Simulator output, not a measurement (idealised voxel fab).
The process module presented herein is designated voxel capacitor over wiring.
The cross-section on display is named cut; it measures 290 nm wide, and its cells are 5 nm squares.
The cross-sections in this document take the form of a grid made of square cells. They are written out as bands, in order from top to bottom. Each band consists of one or more rows of cells.
A band entry consists of two parts. The first gives the height of the band's top and the height of its bottom, in nm. The rest lists the band's materials from left to right, each with its width in nm. A single material labelled with the word "everywhere" fills the band from edge to edge, and the word "empty" marks empty space.
Height reference: 0 = level under which incoming wafer is all one material. Lowest band: no bottom, runs on downward, e.g. "top 0, no bottom".
Quick explanation for "30 to 40": the width changes in equal steps down the rows of cells, from the first number in the band's top row to the second number in its bottom row.
"all unchanged" (step): cross-section cells unchanged, all of them.
The entry titled "Sealed void inventory" provides the empty spaces that have no open way to the top, restricted to those of 8 cells or more. Each is presented as width x height at distance, the distance being measured from the left edge, with all three in nm.
Heads up: the bit after the settings on a step's line is the simulator's remark on that step.
The setting "overlay nm" may be written on the line of a step. When the step uses a mask, the value reports how far to the right of the planned place the mask lay, and a negative value reports that it lay to the left.

### This section lists the process steps that were planned
step 1: op RECEIVE | material Si
step 2: op CONFORMAL_DEP | material SiO2 | thk nm 10
step 3: op DIRECTIONAL_DEP | material TiN | thk nm 5
step 4: op DIRECTIONAL_DEP | material Ru | thk nm 25
step 5: op PATTERN | tone cover | mask id METAL_1 | material resist | width nm 25 | pitch nm 95 | thk nm 15 | overlay nm 0
step 6: op DIRECTIONAL_ETCH | etch materials Ru | depth nm 25
step 7: op DIRECTIONAL_ETCH | etch materials TiN | depth nm 5
step 8: op STRIP | etch materials resist
step 9: op CONFORMAL_DEP | material SiCN | thk nm 5
step 10: op FILL_DEP | material SiO2 | thk nm 10
step 11: op CMP | height nm 40
step 12: op CONFORMAL_DEP | material SiCN | thk nm 5
step 13: op DIRECTIONAL_DEP | material SiO2 | thk nm 15
step 14: op MASKED_ETCH | tone open | mask id PLUG_1 | width nm 15 | etch materials SiO2 | depth nm 15 | overlay nm 0
step 15: op MASKED_ETCH | tone open | mask id PLUG_1 | width nm 15 | etch materials SiCN | depth nm 5 | overlay nm 0
step 16: op CONFORMAL_DEP | material TiN | thk nm 5
step 17: op FILL_DEP | material W | thk nm 5
step 18: op CMP | height nm 60
step 19: op DIRECTIONAL_DEP | material TiN | thk nm 5
step 20: op DIRECTIONAL_DEP | material SiN | thk nm 5
step 21: op DIRECTIONAL_DEP | material TiN | thk nm 5
step 22: op DIRECTIONAL_DEP | material aC | thk nm 10
step 23: op PATTERN | tone cover | mask id UPPER_PLATE | material resist | width nm 75 | thk nm 25 | overlay nm 0
step 24: op DIRECTIONAL_ETCH | etch materials aC | depth nm 10
step 25: op STRIP | etch materials resist
step 26: op DIRECTIONAL_ETCH | etch materials TiN | depth nm 5
step 27: op DIRECTIONAL_ETCH | etch materials SiN | depth nm 5
step 28: op STRIP | etch materials aC
step 29: op MASKED_ETCH | tone cover | mask id LOWER_PLATE | width nm 85 | etch materials TiN | depth nm 5 | overlay nm 0
step 30: op FILL_DEP | material SiO2 | thk nm 15
step 31: op CMP | height nm 85
step 32: op DIRECTIONAL_DEP | material aC | thk nm 15
step 33: op PATTERN | tone open | mask id PLUG_2 | material resist | width nm 15 | thk nm 30 | overlay nm 0
step 34: op DIRECTIONAL_ETCH | etch materials aC | depth nm 15
step 35: op STRIP | etch materials resist
step 36: op DIRECTIONAL_ETCH | etch materials SiO2 | depth nm 10
step 37: op STRIP | etch materials aC
step 38: op CONFORMAL_DEP | material TiN | thk nm 5
step 39: op FILL_DEP | material W | thk nm 5
step 40: op CMP | height nm 85
step 41: op CONFORMAL_DEP | material SiN | thk nm 5

### As-received wafer cross-section (after step 1)
	top 0, no bottom  Si everywhere
	Sealed void inventory: none

### Starting wafer: above. Plan: above. Run: one mistake. Cross-section after the module: below
	top 90, bottom 85  SiN everywhere
	top 85, bottom 80  SiO2: 105; TiN: 5; W: 5; TiN: 5; SiO2: 170
	top 80, bottom 70  SiO2: 105 to 100; TiN: 15 to 65; SiO2: 170 to 125
	top 70, bottom 65  SiO2: 100; SiN: 65; SiO2: 125
	top 65, bottom 60  SiO2: 90; TiN: 85; SiO2: 115
	top 60, bottom 45  SiO2: 95; TiN: 5; W: 5; TiN: 5; SiO2: 180
	top 45, bottom 40  SiCN: 95; TiN: 15; SiCN: 180
	top 40, bottom 15  SiO2: 80; SiCN: 5; Ru: 25; SiCN: 5; SiO2: 60; SiCN: 5; Ru: 25; SiCN: 5; SiO2: 80
	top 15, bottom 10  SiCN: 85; TiN: 25; SiCN: 70; TiN: 25; SiCN: 85
	top 10, bottom 0  SiO2 everywhere
	top 0, no bottom  Si everywhere
	Sealed void inventory: none
Which mistake was made when the wafer was run? step 23 went in with a setting other than planned; the actual run was op PATTERN | tone cover | mask id UPPER_PLATE | material resist | width nm 65 | thk nm 25 | overlay nm 0
